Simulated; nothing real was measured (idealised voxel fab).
Title: Process Module voxel wiring stack
Section cut is 280 nm wide and gridded with 5 nm square cells.
Cross-sections here: square-cell grids, written as top-down lists of bands, a band being one or more rows of cells. Heights first: top, then bottom, in nm. Then materials, left to right, each with a width in nm. "everywhere" on a single material: fills the band edge to edge. "empty": empty space. Heights are reckoned from 0. Under this level, the received wafer is all of one material. The bottommost band is open-ended downward, for example "z 0 and below". Width "30->40": first value at the band's top row of cells, second value at its bottom row, equal change from row to row. Reading "no change" for a step: not a cell of the cross-section changed in it. Under "Trapped voids" you'll find the enclosed gaps, the ones with no way out to the top, that are 8 cells or bigger; each reads width x height at distance, with distance counted from the left edge, everything in nm. Past the settings on a step's line: simulator remark, on that step. You can add "overlay nm" to a step's line. For a step with a mask, it describes how far the mask lay to the right of its planned position, and a negative number describes a lay to the left. Guide to the pairs. Each holds a before and an after cross-section around one process step; the after cross-section is cut off at the lowest band that changed. Look under the pair for the step between them and its settings. Pairs can come from different runs of this module on the same starting wafer, so a pair follows on from the one above it only where its entry headed "Prior state" says it does.
**Prior state**
    z 0 and below  Si everywhere
    Trapped voids: none
**Post-Step Appearance**
    z 10 to 0  SiO2 everywhere
    Unchanged below 0.
    Trapped voids: none
The structure shown above changes from one cross-section to the other through op CONFORMAL_DEP | material SiO2 | thk nm 10
Prior state: refer to the pair immediately above; the cross-section shown after its step is the state before this one.
**Post-Step Appearance**
    z 15 to 10  TiN everywhere
    Unchanged below 10.
    Trapped voids: none
The structure shown above changes from one cross-section to the other through op DIRECTIONAL_DEP | material TiN | thk nm 5
Prior state: refer to the pair immediately above; the cross-section shown after its step is the state before this one.
**Post-Step Appearance**
    z 30 to 15  W everywhere
    Unchanged below 15.
    Trapped voids: none
The structure shown above changes from one cross-section to the other through op DIRECTIONAL_DEP | material W | thk nm 15
Prior state: refer to the pair immediately above; the cross-section shown after its step is the state before this one.
**Post-Step Appearance**
    z 30 to 15  empty 70; W 20; empty 20; W 20; empty 20; W 20; empty 20; W 20; empty 70
    Unchanged below 15.
    Trapped voids: none
The structure shown above changes from one cross-section to the other through op MASKED_ETCH | tone cover | mask id METAL_1 | width nm 20 | pitch nm 40 | etch materials W | depth nm 15 | overlay nm 0
Prior state: refer to the pair immediately above; the cross-section shown after its step is the state before this one.
**Post-Step Appearance**
    z 30 to 15  empty 70; W 20; empty 20; W 20; empty 20; W 20; empty 20; W 20; empty 70
    z 15 to 10  empty 70; TiN 20; empty 20; TiN 20; empty 20; TiN 20; empty 20; TiN 20; empty 70
    Unchanged below 10.
    Trapped voids: none
The structure shown above changes from one cross-section to the other through op MASKED_ETCH | tone cover | mask id METAL_1 | width nm 20 | pitch nm 40 | etch materials TiN | depth nm 5 | overlay nm 0
Prior state: refer to the pair immediately above; the cross-section shown after its step is the state before this one.
**Post-Step Appearance**
    z 35 to 30  empty 65; SiCN 30; empty 10; SiCN 30; empty 10; SiCN 30; empty 10; SiCN 30; empty 65
    z 30 to 15  empty 65; SiCN 5; W 20; SiCN 5; empty 10; SiCN 5; W 20; SiCN 5; empty 10; SiCN 5; W 20; SiCN 5; empty 10; SiCN 5; W 20; SiCN 5; empty 65
    z 15 to 10  SiCN 70; TiN 20; SiCN 20; TiN 20; SiCN 20; TiN 20; SiCN 20; TiN 20; SiCN 70
    Unchanged below 10.
    Trapped voids: none
The structure shown above changes from one cross-section to the other through op CONFORMAL_DEP | material SiCN | thk nm 5
Prior state: refer to the pair immediately above; the cross-section shown after its step is the state before this one.
**Post-Step Appearance**
    z 40 to 35  lowk everywhere
    z 35 to 30  lowk 65; SiCN 30; lowk 10; SiCN 30; lowk 10; SiCN 30; lowk 10; SiCN 30; lowk 65
    z 30 to 15  lowk 65; SiCN 5; W 20; SiCN 5; lowk 10; SiCN 5; W 20; SiCN 5; lowk 10; SiCN 5; W 20; SiCN 5; lowk 10; SiCN 5; W 20; SiCN 5; lowk 65
    Unchanged below 15.
    Trapped voids: none
The structure shown above changes from one cross-section to the other through op FILL_DEP | material lowk | thk nm 5
Prior state: refer to the pair immediately above; the cross-section shown after its step is the state before this one.
**Post-Step Appearance**
    z 30 to 15  lowk 65; SiCN 5; W 20; SiCN 5; lowk 10; SiCN 5; W 20; SiCN 5; lowk 10; SiCN 5; W 20; SiCN 5; lowk 10; SiCN 5; W 20; SiCN 5; lowk 65
    Unchanged below 15.
    Trapped voids: none
The structure shown above changes from one cross-section to the other through op CMP | height nm 30
Prior state: refer to the pair immediately above; the cross-section shown after its step is the state before this one.
**Post-Step Appearance**
    z 35 to 30  SiCN everywhere
    Unchanged below 30.
    Trapped voids: none
The structure shown above changes from one cross-section to the other through op CONFORMAL_DEP | material SiCN | thk nm 5
Prior state: refer to the pair immediately above; the cross-section shown after its step is the state before this one.
**Post-Step Appearance**
    z 60 to 35  lowk everywhere
    Unchanged below 35.
    Trapped voids: none
The structure shown above changes from one cross-section to the other through op DIRECTIONAL_DEP | material lowk | thk nm 25
Prior state: refer to the pair immediately above; the cross-section shown after its step is the state before this one.
**Post-Step Appearance**
    z 70 to 60  aC everywhere
    Unchanged below 60.
    Trapped voids: none
The structure shown above changes from one cross-section to the other through op DIRECTIONAL_DEP | material aC | thk nm 10
Prior state: refer to the pair immediately above; the cross-section shown after its step is the state before this one.
**Post-Step Appearance**
    z 100 to 70  resist 70; empty 15; resist 65; empty 15; resist 115
    Unchanged below 70.
    Trapped voids: none
The structure shown above changes from one cross-section to the other through op PATTERN | tone open | mask id METAL_2_HOLES | material resist | width nm 15 | pitch nm 80 | thk nm 30 | overlay nm 0
Prior state: refer to the pair immediately above; the cross-section shown after its step is the state before this one.
**Post-Step Appearance**
    z 90 to 70  resist 70; empty 15; resist 65; empty 15; resist 115
    z 70 to 60  aC 70; empty 15; aC 65; empty 15; aC 115
    Unchanged below 60.
    Trapped voids: none
The structure shown above changes from one cross-section to the other through op DIRECTIONAL_ETCH | etch materials aC | depth nm 10
Prior state: refer to the pair immediately above; the cross-section shown after its step is the state before this one.
**Post-Step Appearance**
    z 70 to 60  aC 70; empty 15; aC 65; empty 15; aC 115
    Unchanged below 60.
    Trapped voids: none
The structure shown above changes from one cross-section to the other through op STRIP | etch materials resist
Prior state: refer to the pair immediately above; the cross-section shown after its step is the state before this one.
**Post-Step Appearance**
    z 70 to 60  aC 70; empty 15; aC 65; empty 15; aC 115
    z 60 to 35  lowk 70; empty 15; lowk 65; empty 15; lowk 115
    Unchanged below 35.
    Trapped voids: none
The structure shown above changes from one cross-section to the other through op DIRECTIONAL_ETCH | etch materials lowk | depth nm 25
Prior state: refer to the pair immediately above; the cross-section shown after its step is the state before this one.
**Post-Step Appearance**
    z 60 to 35  lowk 70; empty 15; lowk 65; empty 15; lowk 115
    Unchanged below 35.
    Trapped voids: none
The structure shown above changes from one cross-section to the other through op STRIP | etch materials aC
Prior state: refer to the pair immediately above; the cross-section shown after its step is the state before this one.
**Post-Step Appearance**
    z 75 to 60  resist 70; empty 20; resist 20; empty 20; resist 20; empty 20; resist 20; empty 20; resist 70
    Unchanged below 60.
    Trapped voids: none
The structure shown above changes from one cross-section to the other through op PATTERN | tone open | mask id METAL_2 | material resist | width nm 20 | pitch nm 40 | thk nm 15 | overlay nm 0
Prior state: refer to the pair immediately above; the cross-section shown after its step is the state before this one.
**Post-Step Appearance**
    z 75 to 60  resist 70; empty 20; resist 20; empty 20; resist 20; empty 20; resist 20; empty 20; resist 70
    z 60 to 45  lowk 70; empty 20; lowk 20; empty 20; lowk 20; empty 20; lowk 20; empty 20; lowk 70
    Unchanged below 45.
    Trapped voids: none
The structure shown above changes from one cross-section to the other through op DIRECTIONAL_ETCH | etch materials lowk | depth nm 15
Prior state: refer to the pair immediately above; the cross-section shown after its step is the state before this one.
**Post-Step Appearance**
    z 75 to 60  resist 70; empty 20; resist 20; empty 20; resist 20; empty 20; resist 20; empty 20; resist 70
    z 60 to 45  lowk 70; empty 20; lowk 20; empty 20; lowk 20; empty 20; lowk 20; empty 20; lowk 70
    z 45 to 35  lowk 70; empty 15; lowk 65; empty 15; lowk 115
    z 35 to 30  SiCN 70; empty 15; SiCN 65; empty 15; SiCN 115
    Unchanged below 30.
    Trapped voids: none
The structure shown above changes from one cross-section to the other through op DIRECTIONAL_ETCH | etch materials SiCN | depth nm 5
Prior state: refer to the pair immediately above; the cross-section shown after its step is the state before this one.
**Post-Step Appearance**
    z 60 to 45  lowk 70; empty 20; lowk 20; empty 20; lowk 20; empty 20; lowk 20; empty 20; lowk 70
    Unchanged below 45.
    Trapped voids: none
The structure shown above changes from one cross-section to the other through op STRIP | etch materials resist
Prior state: refer to the pair immediately above; the cross-section shown after its step is the state before this one.
**Post-Step Appearance**
    z 65 to 60  TiN 75; empty 10; TiN 30; empty 10; TiN 30; empty 10; TiN 30; empty 10; TiN 75
    z 60 to 50  lowk 70; TiN 5; empty 10; TiN 5; lowk 20; TiN 5; empty 10; TiN 5; lowk 20; TiN 5; empty 10; TiN 5; lowk 20; TiN 5; empty 10; TiN 5; lowk 70
    z 50 to 45  lowk 70; TiN 5; empty 5; TiN 10; lowk 20; TiN 20; lowk 20; TiN 5; empty 5; TiN 10; lowk 20; TiN 20; lowk 70
    z 45 to 35  lowk 70; TiN 5; empty 5; TiN 5; lowk 65; TiN 5; empty 5; TiN 5; lowk 115
    z 35 to 30  SiCN 70; TiN 15; SiCN 65; TiN 15; SiCN 115
    Unchanged below 30.
    Trapped voids: none
The structure shown above changes from one cross-section to the other through op CONFORMAL_DEP | material TiN | thk nm 5
Prior state: refer to the pair immediately above; the cross-section shown after its step is the state before this one.
**Post-Step Appearance**
    z 75 to 65  Ru everywhere
    z 65 to 60  TiN 75; Ru 10; TiN 30; Ru 10; TiN 30; Ru 10; TiN 30; Ru 10; TiN 75
    z 60 to 50  lowk 70; TiN 5; Ru 10; TiN 5; lowk 20; TiN 5; Ru 10; TiN 5; lowk 20; TiN 5; Ru 10; TiN 5; lowk 20; TiN 5; Ru 10; TiN 5; lowk 70
    z 50 to 45  lowk 70; TiN 5; Ru 5; TiN 10; lowk 20; TiN 20; lowk 20; TiN 5; Ru 5; TiN 10; lowk 20; TiN 20; lowk 70
    z 45 to 35  lowk 70; TiN 5; Ru 5; TiN 5; lowk 65; TiN 5; Ru 5; TiN 5; lowk 115
    Unchanged below 35.
    Trapped voids: none
The structure shown above changes from one cross-section to the other through op FILL_DEP | material Ru | thk nm 10
Prior state: refer to the pair immediately above; the cross-section shown after its step is the state before this one.
**Post-Step Appearance**
    z 60 to 50  lowk 70; TiN 5; Ru 10; TiN 5; lowk 20; TiN 5; Ru 10; TiN 5; lowk 20; TiN 5; Ru 10; TiN 5; lowk 20; TiN 5; Ru 10; TiN 5; lowk 70
    Unchanged below 50.
    Trapped voids: none
The structure shown above changes from one cross-section to the other through op CMP | height nm 60
Prior state: refer to the pair immediately above; the cross-section shown after its step is the state before this one.
**Post-Step Appearance**
    z 65 to 60  SiCN everywhere
    Unchanged below 60.
    Trapped voids: none
The structure shown above changes from one cross-section to the other through op CONFORMAL_DEP | material SiCN | thk nm 5
**Prior state**
    z 10 to 0  SiO2 everywhere
    z 0 and below  Si everywhere
    Trapped voids: none
**Post-Step Appearance**
    z 25 to 10  W everywhere
    Unchanged below 10.
    Trapped voids: none
The structure shown above changes from one cross-section to the other through op DIRECTIONAL_DEP | material W | thk nm 15
Prior state: refer to the pair immediately above; the cross-section shown after its step is the state before this one.
**Post-Step Appearance**
    z 25 to 10  empty 70; W 20; empty 20; W 20; empty 20; W 20; empty 20; W 20; empty 70
    Unchanged below 10.
    Trapped voids: none
The structure shown above changes from one cross-section to the other through op MASKED_ETCH | tone cover | mask id METAL_1 | width nm 20 | pitch nm 40 | etch materials W | depth nm 15 | overlay nm 0
Prior state: refer to the pair immediately above; the cross-section shown after its step is the state before this one.
**Post-Step Appearance**
    z 30 to 25  empty 65; SiCN 30; empty 10; SiCN 30; empty 10; SiCN 30; empty 10; SiCN 30; empty 65
    z 25 to 15  empty 65; SiCN 5; W 20; SiCN 5; empty 10; SiCN 5; W 20; SiCN 5; empty 10; SiCN 5; W 20; SiCN 5; empty 10; SiCN 5; W 20; SiCN 5; empty 65
    z 15 to 10  SiCN 70; W 20; SiCN 20; W 20; SiCN 20; W 20; SiCN 20; W 20; SiCN 70
    Unchanged below 10.
    Trapped voids: none
The structure shown above changes from one cross-section to the other through op CONFORMAL_DEP | material SiCN | thk nm 5
Prior state: refer to the pair immediately above; the cross-section shown after its step is the state before this one.
**Post-Step Appearance**
    z 35 to 30  lowk everywhere
    z 30 to 25  lowk 65; SiCN 30; lowk 10; SiCN 30; lowk 10; SiCN 30; lowk 10; SiCN 30; lowk 65
    z 25 to 15  lowk 65; SiCN 5; W 20; SiCN 5; lowk 10; SiCN 5; W 20; SiCN 5; lowk 10; SiCN 5; W 20; SiCN 5; lowk 10; SiCN 5; W 20; SiCN 5; lowk 65
    Unchanged below 15.
    Trapped voids: none
The structure shown above changes from one cross-section to the other through op FILL_DEP | material lowk | thk nm 5
Prior state: refer to the pair immediately above; the cross-section shown after its step is the state before this one.
**Post-Step Appearance**
    z 30 to 25  lowk 65; SiCN 30; lowk 10; SiCN 30; lowk 10; SiCN 30; lowk 10; SiCN 30; lowk 65
    Unchanged below 25.
    Trapped voids: none
The structure shown above changes from one cross-section to the other through op CMP | height nm 30
Prior state: refer to the pair immediately above; the cross-section shown after its step is the state before this one.
**Post-Step Appearance**
    z 35 to 30  SiCN everywhere
    Unchanged below 30.
    Trapped voids: none
The structure shown above changes from one cross-section to the other through op CONFORMAL_DEP | material SiCN | thk nm 5
Prior state: refer to the pair immediately above; the cross-section shown after its step is the state before this one.
**Post-Step Appearance**
    z 60 to 35  lowk everywhere
    Unchanged below 35.
    Trapped voids: none
The structure shown above changes from one cross-section to the other through op DIRECTIONAL_DEP | material lowk | thk nm 25
Prior state: refer to the pair immediately above; the cross-section shown after its step is the state before this one.
**Post-Step Appearance**
    z 70 to 60  aC everywhere
    Unchanged below 60.
    Trapped voids: none
The structure shown above changes from one cross-section to the other through op DIRECTIONAL_DEP | material aC | thk nm 10
Prior state: refer to the pair immediately above; the cross-section shown after its step is the state before this one.
**Post-Step Appearance**
    z 100 to 70  resist 70; empty 15; resist 65; empty 15; resist 115
    Unchanged below 70.
    Trapped voids: none
The structure shown above changes from one cross-section to the other through op PATTERN | tone open | mask id METAL_2_HOLES | material resist | width nm 15 | pitch nm 80 | thk nm 30 | overlay nm 0
Prior state: refer to the pair immediately above; the cross-section shown after its step is the state before this one.
**Post-Step Appearance**
    z 90 to 70  resist 70; empty 15; resist 65; empty 15; resist 115
    z 70 to 60  aC 70; empty 15; aC 65; empty 15; aC 115
    Unchanged below 60.
    Trapped voids: none
The structure shown above changes from one cross-section to the other through op DIRECTIONAL_ETCH | etch materials aC | depth nm 10
Prior state: refer to the pair immediately above; the cross-section shown after its step is the state before this one.
**Post-Step Appearance**
    z 70 to 60  aC 70; empty 15; aC 65; empty 15; aC 115
    Unchanged below 60.
    Trapped voids: none
The structure shown above changes from one cross-section to the other through op STRIP | etch materials resist
Prior state: refer to the pair immediately above; the cross-section shown after its step is the state before this one.
**Post-Step Appearance**
    z 70 to 60  aC 70; empty 15; aC 65; empty 15; aC 115
    z 60 to 35  lowk 70; empty 15; lowk 65; empty 15; lowk 115
    Unchanged below 35.
    Trapped voids: none
The structure shown above changes from one cross-section to the other through op DIRECTIONAL_ETCH | etch materials lowk | depth nm 25
Prior state: refer to the pair immediately above; the cross-section shown after its step is the state before this one.
**Post-Step Appearance**
    z 60 to 35  lowk 70; empty 15; lowk 65; empty 15; lowk 115
    Unchanged below 35.
    Trapped voids: none
The structure shown above changes from one cross-section to the other through op STRIP | etch materials aC
Prior state: refer to the pair immediately above; the cross-section shown after its step is the state before this one.
**Post-Step Appearance**
    z 75 to 60  resist 70; empty 20; resist 20; empty 20; resist 20; empty 20; resist 20; empty 20; resist 70
    Unchanged below 60.
    Trapped voids: none
The structure shown above changes from one cross-section to the other through op PATTERN | tone open | mask id METAL_2 | material resist | width nm 20 | pitch nm 40 | thk nm 15 | overlay nm 0
Prior state: refer to the pair immediately above; the cross-section shown after its step is the state before this one.
**Post-Step Appearance**
    z 75 to 60  resist 70; empty 20; resist 20; empty 20; resist 20; empty 20; resist 20; empty 20; resist 70
    z 60 to 45  lowk 70; empty 20; lowk 20; empty 20; lowk 20; empty 20; lowk 20; empty 20; lowk 70
    Unchanged below 45.
    Trapped voids: none
The structure shown above changes from one cross-section to the other through op DIRECTIONAL_ETCH | etch materials lowk | depth nm 15
Prior state: refer to the pair immediately above; the cross-section shown after its step is the state before this one.
**Post-Step Appearance**
    z 75 to 60  resist 70; empty 20; resist 20; empty 20; resist 20; empty 20; resist 20; empty 20; resist 70
    z 60 to 45  lowk 70; empty 20; lowk 20; empty 20; lowk 20; empty 20; lowk 20; empty 20; lowk 70
    z 45 to 35  lowk 70; empty 15; lowk 65; empty 15; lowk 115
    z 35 to 30  SiCN 70; empty 15; SiCN 65; empty 15; SiCN 115
    Unchanged below 30.
    Trapped voids: none
The structure shown above changes from one cross-section to the other through op DIRECTIONAL_ETCH | etch materials SiCN | depth nm 5
Prior state: refer to the pair immediately above; the cross-section shown after its step is the state before this one.
**Post-Step Appearance**
    z 60 to 45  lowk 70; empty 20; lowk 20; empty 20; lowk 20; empty 20; lowk 20; empty 20; lowk 70
    Unchanged below 45.
    Trapped voids: none
The structure shown above changes from one cross-section to the other through op STRIP | etch materials resist
Prior state: refer to the pair immediately above; the cross-section shown after its step is the state before this one.
**Post-Step Appearance**
    z 65 to 60  TiN 75; empty 10; TiN 30; empty 10; TiN 30; empty 10; TiN 30; empty 10; TiN 75
    z 60 to 50  lowk 70; TiN 5; empty 10; TiN 5; lowk 20; TiN 5; empty 10; TiN 5; lowk 20; TiN 5; empty 10; TiN 5; lowk 20; TiN 5; empty 10; TiN 5; lowk 70
    z 50 to 45  lowk 70; TiN 5; empty 5; TiN 10; lowk 20; TiN 20; lowk 20; TiN 5; empty 5; TiN 10; lowk 20; TiN 20; lowk 70
    z 45 to 35  lowk 70; TiN 5; empty 5; TiN 5; lowk 65; TiN 5; empty 5; TiN 5; lowk 115
    z 35 to 30  SiCN 70; TiN 15; SiCN 65; TiN 15; SiCN 115
    Unchanged below 30.
    Trapped voids: none
The structure shown above changes from one cross-section to the other through op CONFORMAL_DEP | material TiN | thk nm 5
Prior state: refer to the pair immediately above; the cross-section shown after its step is the state before this one.
**Post-Step Appearance**
    z 75 to 65  Ru everywhere
    z 65 to 60  TiN 75; Ru 10; TiN 30; Ru 10; TiN 30; Ru 10; TiN 30; Ru 10; TiN 75
    z 60 to 50  lowk 70; TiN 5; Ru 10; TiN 5; lowk 20; TiN 5; Ru 10; TiN 5; lowk 20; TiN 5; Ru 10; TiN 5; lowk 20; TiN 5; Ru 10; TiN 5; lowk 70
    z 50 to 45  lowk 70; TiN 5; Ru 5; TiN 10; lowk 20; TiN 20; lowk 20; TiN 5; Ru 5; TiN 10; lowk 20; TiN 20; lowk 70
    z 45 to 35  lowk 70; TiN 5; Ru 5; TiN 5; lowk 65; TiN 5; Ru 5; TiN 5; lowk 115
    Unchanged below 35.
    Trapped voids: none
The structure shown above changes from one cross-section to the other through op FILL_DEP | material Ru | thk nm 10
Prior state: refer to the pair immediately above; the cross-section shown after its step is the state before this one.
**Post-Step Appearance**
    z 60 to 50  lowk 70; TiN 5; Ru 10; TiN 5; lowk 20; TiN 5; Ru 10; TiN 5; lowk 20; TiN 5; Ru 10; TiN 5; lowk 20; TiN 5; Ru 10; TiN 5; lowk 70
    Unchanged below 50.
    Trapped voids: none
The structure shown above changes from one cross-section to the other through op CMP | height nm 60
Prior state: refer to the pair immediately above; the cross-section shown after its step is the state before this one.
**Post-Step Appearance**
    z 65 to 60  SiCN everywhere
    Unchanged below 60.
    Trapped voids: none
The structure shown above changes from one cross-section to the other through op CONFORMAL_DEP | material SiCN | thk nm 5
**Prior state**
    z 60 to 35  lowk everywhere
    z 35 to 30  SiCN everywhere
    z 30 to 15  lowk 65; SiCN 5; W 20; SiCN 5; lowk 10; SiCN 5; W 20; SiCN 5; lowk 10; SiCN 5; W 20; SiCN 5; lowk 10; SiCN 5; W 20; SiCN 5; lowk 65
    z 15 to 10  SiCN 70; TiN 20; SiCN 20; TiN 20; SiCN 20; TiN 20; SiCN 20; TiN 20; SiCN 70
    z 10 to 0  SiO2 everywhere
    z 0 and below  Si everywhere
    Trapped voids: none
**Post-Step Appearance**
    z 85 to 35  lowk everywhere
    Unchanged below 35.
    Trapped voids: none
The structure shown above changes from one cross-section to the other through op DIRECTIONAL_DEP | material lowk | thk nm 25
Prior state: refer to the pair immediately above; the cross-section shown after its step is the state before this one.
**Post-Step Appearance**
    z 95 to 85  aC everywhere
    Unchanged below 85.
    Trapped voids: none
The structure shown above changes from one cross-section to the other through op DIRECTIONAL_DEP | material aC | thk nm 10
Prior state: refer to the pair immediately above; the cross-section shown after its step is the state before this one.
**Post-Step Appearance**
    z 125 to 95  resist 70; empty 15; resist 65; empty 15; resist 115
    Unchanged below 95.
    Trapped voids: none
The structure shown above changes from one cross-section to the other through op PATTERN | tone open | mask id METAL_2_HOLES | material resist | width nm 15 | pitch nm 80 | thk nm 30 | overlay nm 0
Prior state: refer to the pair immediately above; the cross-section shown after its step is the state before this one.
**Post-Step Appearance**
    z 115 to 95  resist 70; empty 15; resist 65; empty 15; resist 115
    z 95 to 85  aC 70; empty 15; aC 65; empty 15; aC 115
    Unchanged below 85.
    Trapped voids: none
The structure shown above changes from one cross-section to the other through op DIRECTIONAL_ETCH | etch materials aC | depth nm 10
Prior state: refer to the pair immediately above; the cross-section shown after its step is the state before this one.
**Post-Step Appearance**
    z 95 to 85  aC 70; empty 15; aC 65; empty 15; aC 115
    Unchanged below 85.
    Trapped voids: none
The structure shown above changes from one cross-section to the other through op STRIP | etch materials resist
Prior state: refer to the pair immediately above; the cross-section shown after its step is the state before this one.
**Post-Step Appearance**
    z 95 to 85  aC 70; empty 15; aC 65; empty 15; aC 115
    z 85 to 60  lowk 70; empty 15; lowk 65; empty 15; lowk 115
    Unchanged below 60.
    Trapped voids: none
The structure shown above changes from one cross-section to the other through op DIRECTIONAL_ETCH | etch materials lowk | depth nm 25
Prior state: refer to the pair immediately above; the cross-section shown after its step is the state before this one.
**Post-Step Appearance**
    z 85 to 60  lowk 70; empty 15; lowk 65; empty 15; lowk 115
    Unchanged below 60.
    Trapped voids: none
The structure shown above changes from one cross-section to the other through op STRIP | etch materials aC
Prior state: refer to the pair immediately above; the cross-section shown after its step is the state before this one.
**Post-Step Appearance**
    z 100 to 85  resist 70; empty 20; resist 20; empty 20; resist 20; empty 20; resist 20; empty 20; resist 70
    Unchanged below 85.
    Trapped voids: none
The structure shown above changes from one cross-section to the other through op PATTERN | tone open | mask id METAL_2 | material resist | width nm 20 | pitch nm 40 | thk nm 15 | overlay nm 0
Prior state: refer to the pair immediately above; the cross-section shown after its step is the state before this one.
**Post-Step Appearance**
    z 100 to 85  resist 70; empty 20; resist 20; empty 20; resist 20; empty 20; resist 20; empty 20; resist 70
    z 85 to 70  lowk 70; empty 20; lowk 20; empty 20; lowk 20; empty 20; lowk 20; empty 20; lowk 70
    z 70 to 45  lowk 70; empty 15; lowk 65; empty 15; lowk 115
    Unchanged below 45.
    Trapped voids: none
The structure shown above changes from one cross-section to the other through op DIRECTIONAL_ETCH | etch materials lowk | depth nm 15
Prior state: refer to the pair immediately above; the cross-section shown after its step is the state before this one.
**Post-Step Appearance**
    z 85 to 70  lowk 70; empty 20; lowk 20; empty 20; lowk 20; empty 20; lowk 20; empty 20; lowk 70
    Unchanged below 70.
    Trapped voids: none
The structure shown above changes from one cross-section to the other through op STRIP | etch materials resist
Prior state: refer to the pair immediately above; the cross-section shown after its step is the state before this one.
**Post-Step Appearance**
    z 90 to 85  TiN 75; empty 10; TiN 30; empty 10; TiN 30; empty 10; TiN 30; empty 10; TiN 75
    z 85 to 75  lowk 70; TiN 5; empty 10; TiN 5; lowk 20; TiN 5; empty 10; TiN 5; lowk 20; TiN 5; empty 10; TiN 5; lowk 20; TiN 5; empty 10; TiN 5; lowk 70
    z 75 to 70  lowk 70; TiN 5; empty 5; TiN 10; lowk 20; TiN 20; lowk 20; TiN 5; empty 5; TiN 10; lowk 20; TiN 20; lowk 70
    z 70 to 50  lowk 70; TiN 5; empty 5; TiN 5; lowk 65; TiN 5; empty 5; TiN 5; lowk 115
    z 50 to 45  lowk 70; TiN 15; lowk 65; TiN 15; lowk 115
    Unchanged below 45.
    Trapped voids: none
The structure shown above changes from one cross-section to the other through op CONFORMAL_DEP | material TiN | thk nm 5
Prior state: refer to the pair immediately above; the cross-section shown after its step is the state before this one.
**Post-Step Appearance**
    z 100 to 90  Ru everywhere
    z 90 to 85  TiN 75; Ru 10; TiN 30; Ru 10; TiN 30; Ru 10; TiN 30; Ru 10; TiN 75
    z 85 to 75  lowk 70; TiN 5; Ru 10; TiN 5; lowk 20; TiN 5; Ru 10; TiN 5; lowk 20; TiN 5; Ru 10; TiN 5; lowk 20; TiN 5; Ru 10; TiN 5; lowk 70
    z 75 to 70  lowk 70; TiN 5; Ru 5; TiN 10; lowk 20; TiN 20; lowk 20; TiN 5; Ru 5; TiN 10; lowk 20; TiN 20; lowk 70
    z 70 to 50  lowk 70; TiN 5; Ru 5; TiN 5; lowk 65; TiN 5; Ru 5; TiN 5; lowk 115
    Unchanged below 50.
    Trapped voids: none
The structure shown above changes from one cross-section to the other through op FILL_DEP | material Ru | thk nm 10
Prior state: refer to the pair immediately above; the cross-section shown after its step is the state before this one.
**Post-Step Appearance**
    z 60 to 50  lowk 70; TiN 5; Ru 5; TiN 5; lowk 65; TiN 5; Ru 5; TiN 5; lowk 115
    Unchanged below 50.
    Trapped voids: none
The structure shown above changes from one cross-section to the other through op CMP | height nm 60
Prior state: refer to the pair immediately above; the cross-section shown after its step is the state before this one.
**Post-Step Appearance**
    z 65 to 60  SiCN everywhere
    Unchanged below 60.
    Trapped voids: none
The structure shown above changes from one cross-section to the other through op CONFORMAL_DEP | material SiCN | thk nm 5
**Prior state**
    z 30 to 15  lowk 65; SiCN 5; W 20; SiCN 5; lowk 10; SiCN 5; W 20; SiCN 5; lowk 10; SiCN 5; W 20; SiCN 5; lowk 10; SiCN 5; W 20; SiCN 5; lowk 65
    z 15 to 10  SiCN 70; TiN 20; SiCN 20; TiN 20; SiCN 20; TiN 20; SiCN 20; TiN 20; SiCN 70
    z 10 to 0  SiO2 everywhere
    z 0 and below  Si everywhere
    Trapped voids: none
**Post-Step Appearance**
    z 55 to 30  lowk everywhere
    Unchanged below 30.
    Trapped voids: none
The structure shown above changes from one cross-section to the other through op DIRECTIONAL_DEP | material lowk | thk nm 25
Prior state: refer to the pair immediately above; the cross-section shown after its step is the state before this one.
**Post-Step Appearance**
    z 60 to 55  SiCN everywhere
    Unchanged below 55.
    Trapped voids: none
The structure shown above changes from one cross-section to the other through op CONFORMAL_DEP | material SiCN | thk nm 5
Prior state: refer to the pair immediately above; the cross-section shown after its step is the state before this one.
**Post-Step Appearance**
    z 70 to 60  aC everywhere
    Unchanged below 60.
    Trapped voids: none
The structure shown above changes from one cross-section to the other through op DIRECTIONAL_DEP | material aC | thk nm 10
Prior state: refer to the pair immediately above; the cross-section shown after its step is the state before this one.
**Post-Step Appearance**
    z 100 to 70  resist 70; empty 15; resist 65; empty 15; resist 115
    Unchanged below 70.
    Trapped voids: none
The structure shown above changes from one cross-section to the other through op PATTERN | tone open | mask id METAL_2_HOLES | material resist | width nm 15 | pitch nm 80 | thk nm 30 | overlay nm 0
Prior state: refer to the pair immediately above; the cross-section shown after its step is the state before this one.
**Post-Step Appearance**
    z 90 to 70  resist 70; empty 15; resist 65; empty 15; resist 115
    z 70 to 60  aC 70; empty 15; aC 65; empty 15; aC 115
    Unchanged below 60.
    Trapped voids: none
The structure shown above changes from one cross-section to the other through op DIRECTIONAL_ETCH | etch materials aC | depth nm 10
Prior state: refer to the pair immediately above; the cross-section shown after its step is the state before this one.
**Post-Step Appearance**
    z 70 to 60  aC 70; empty 15; aC 65; empty 15; aC 115
    Unchanged below 60.
    Trapped voids: none
The structure shown above changes from one cross-section to the other through op STRIP | etch materials resist
Prior state: refer to the pair immediately above; the cross-section shown after its step is the state before this one.
**Post-Step Appearance**
    z 60 to 55  SiCN everywhere
    Unchanged below 55.
    Trapped voids: none
The structure shown above changes from one cross-section to the other through op STRIP | etch materials aC
Prior state: refer to the pair immediately above; the cross-section shown after its step is the state before this one.
**Post-Step Appearance**
    z 75 to 60  resist 70; empty 20; resist 20; empty 20; resist 20; empty 20; resist 20; empty 20; resist 70
    Unchanged below 60.
    Trapped voids: none
The structure shown above changes from one cross-section to the other through op PATTERN | tone open | mask id METAL_2 | material resist | width nm 20 | pitch nm 40 | thk nm 15 | overlay nm 0
Prior state: refer to the pair immediately above; the cross-section shown after its step is the state before this one.
**Post-Step Appearance**
    z 75 to 60  resist 70; empty 20; resist 20; empty 20; resist 20; empty 20; resist 20; empty 20; resist 70
    z 60 to 55  SiCN 70; empty 20; SiCN 20; empty 20; SiCN 20; empty 20; SiCN 20; empty 20; SiCN 70
    Unchanged below 55.
    Trapped voids: none
The structure shown above changes from one cross-section to the other through op DIRECTIONAL_ETCH | etch materials SiCN | depth nm 5
Prior state: refer to the pair immediately above; the cross-section shown after its step is the state before this one.
**Post-Step Appearance**
    z 60 to 55  SiCN 70; empty 20; SiCN 20; empty 20; SiCN 20; empty 20; SiCN 20; empty 20; SiCN 70
    Unchanged below 55.
    Trapped voids: none
The structure shown above changes from one cross-section to the other through op STRIP | etch materials resist
Prior state: refer to the pair immediately above; the cross-section shown after its step is the state before this one.
**Post-Step Appearance**
    z 65 to 60  TiN 75; empty 10; TiN 30; empty 10; TiN 30; empty 10; TiN 30; empty 10; TiN 75
    z 60 to 55  SiCN 70; TiN 20; SiCN 20; TiN 20; SiCN 20; TiN 20; SiCN 20; TiN 20; SiCN 70
    Unchanged below 55.
    Trapped voids: none
The structure shown above changes from one cross-section to the other through op CONFORMAL_DEP | material TiN | thk nm 5
